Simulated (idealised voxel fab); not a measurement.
process module | voxel gate over fins
cross-section cut | 295 nm wide | cells 5 nm
A cross-section is a grid of square cells, given in bands from the top down. A band is one or more rows of cells.
Each band's line starts with the height of the band's top and of its bottom, in nm. Then come its materials from left to right, each with its width in nm. One material with "throughout" fills the band from edge to edge. "air" is empty space.
Height 0 is the level under which the wafer as received is all one material. The lowest band goes on downwards, as in "0 down".
A width such as "30 to 40" changes by the same amount from each row of cells to the next, from the band's top row to its bottom row.
"no change" after a step means that no cell of the cross-section changed.
closed voids: empty space of 8 cells or more with no open way to the top, each as width x height at its distance from the left edge, in nm
after a step's settings: what the simulator itself notes on the step
overlay nm, on a step with a mask: how far to the right of its planned place the mask lay; to the left if negative
plan
1 op RECEIVE | material Si
2 op CONFORMAL_DEP | material SiN | thk nm 10
3 op DIRECTIONAL_DEP | material aC | thk nm 15
4 op PATTERN | tone cover | mask id FINS | material resist | width nm 15 | pitch nm 60 | thk nm 30 | overlay nm 0
5 op DIRECTIONAL_ETCH | etch materials aC | depth nm 15
6 op STRIP | etch materials resist
7 op DIRECTIONAL_ETCH | etch materials SiN | depth nm 10
8 op DIRECTIONAL_ETCH | etch materials Si | depth nm 35
9 op STRIP | etch materials aC
10 op FILL_DEP | material SiO2 | thk nm 15
11 op CMP | height nm 10
12 op DIRECTIONAL_DEP | material aC | thk nm 15
13 op PATTERN | tone open | mask id RAIL | material resist | width nm 15 | thk nm 30 | overlay nm 0
14 op DIRECTIONAL_ETCH | etch materials aC | depth nm 5
15 op STRIP | etch materials resist
16 op DIRECTIONAL_ETCH | etch materials SiO2 | depth nm 40
17 op STRIP | etch materials aC
18 op CONFORMAL_DEP | material TiN | thk nm 5
19 op FILL_DEP | material W | thk nm 10
20 op CMP | height nm 10
21 op SELECTIVE_ETCH | etch materials W Ru TiN | depth nm 25
22 op FILL_DEP | material SiO2 | thk nm 5
23 op CMP | height nm 10
24 op SELECTIVE_ETCH | etch materials SiO2 | depth nm 20
25 op STRIP | etch materials SiN
26 op CONFORMAL_DEP | material HfO2 | thk nm 5
27 op CONFORMAL_DEP | material TiN | thk nm 5
28 op CONFORMAL_DEP | material TiAl | thk nm 5
29 op CONFORMAL_DEP | material TiN | thk nm 5
30 op FILL_DEP | material W | thk nm 10
31 op CMP | height nm 25
32 op CONFORMAL_DEP | material SiCN | thk nm 5
varied across the wafers: depth nm of step 14. The plan shows the first wafer's value. All wafers start alike
first wafer as received, after step 1
  0 down: Si throughout
  closed voids: none
first wafer at the end, after step 32
  30 to 25: SiCN throughout
  25 to 20: W throughout
  20 to 15: W 90 | TiN 55 | W 5 | TiN 55 | W 90
  15 to 10: W 90 | TiN 5 | TiAl 45 | TiN 5 | W 5 | TiN 5 | TiAl 45 | TiN 5 | W 90
  10 to 5: TiN 95 | TiAl 5 | TiN 35 | TiAl 5 | TiN 15 | TiAl 5 | TiN 35 | TiAl 5 | TiN 95
  5 to 0: TiAl 100 | TiN 5 | HfO2 25 | TiN 5 | TiAl 25 | TiN 5 | HfO2 25 | TiN 5 | TiAl 100
  0 to -5: TiN 105 | HfO2 5 | Si 15 | HfO2 5 | TiN 35 | HfO2 5 | Si 15 | HfO2 5 | TiN 105
  -5 to -10: HfO2 110 | Si 15 | HfO2 45 | Si 15 | HfO2 110
  -10 to -35: SiO2 110 | Si 15 | SiO2 45 | Si 15 | SiO2 110
  -35 down: Si throughout
  closed voids: none
last wafer at the end
  30 to 25: SiCN throughout
  25 to 20: W throughout
  20 to 15: W 90 | TiN 55 | W 5 | TiN 55 | W 90
  15 to 10: W 90 | TiN 5 | TiAl 45 | TiN 5 | W 5 | TiN 5 | TiAl 45 | TiN 5 | W 90
  10 to 5: TiN 95 | TiAl 5 | TiN 35 | TiAl 5 | TiN 15 | TiAl 5 | TiN 35 | TiAl 5 | TiN 95
  5 to 0: TiAl 100 | TiN 5 | HfO2 25 | TiN 5 | TiAl 25 | TiN 5 | HfO2 25 | TiN 5 | TiAl 100
  0 to -5: TiN 105 | HfO2 5 | Si 15 | HfO2 5 | TiN 35 | HfO2 5 | Si 15 | HfO2 5 | TiN 105
  -5 to -10: HfO2 110 | Si 15 | HfO2 45 | Si 15 | HfO2 110
  -10 to -15: SiO2 110 | Si 15 | SiO2 45 | Si 15 | SiO2 110
  -15 to -25: SiO2 110 | Si 15 | SiO2 15 | TiN 5 | W 5 | TiN 5 | SiO2 15 | Si 15 | SiO2 110
  -25 to -30: SiO2 110 | Si 15 | SiO2 15 | TiN 15 | SiO2 15 | Si 15 | SiO2 110
  -30 to -35: SiO2 110 | Si 15 | SiO2 45 | Si 15 | SiO2 110
  -35 down: Si throughout
  closed voids: none
each wafer at the end: cells of each material gained (+) or lost (-) since it was received, then its closed voids
depth nm 5 | +67 HfO2 | -371 Si | +59 SiCN | +265 SiO2 | +67 TiAl | +134 TiN | +133 W | closed voids: none
depth nm 10 | +67 HfO2 | -371 Si | +59 SiCN | +265 SiO2 | +67 TiAl | +134 TiN | +133 W | closed voids: none
depth nm 15 | +67 HfO2 | -371 Si | +59 SiCN | +256 SiO2 | +67 TiAl | +141 TiN | +135 W | closed voids: none
depth nm 20 | +67 HfO2 | -371 Si | +59 SiCN | +256 SiO2 | +67 TiAl | +141 TiN | +135 W | closed voids: none
depth nm 25 | +67 HfO2 | -371 Si | +59 SiCN | +256 SiO2 | +67 TiAl | +141 TiN | +135 W | closed voids: none
depth nm 30 | +67 HfO2 | -371 Si | +59 SiCN | +256 SiO2 | +67 TiAl | +141 TiN | +135 W | closed voids: none
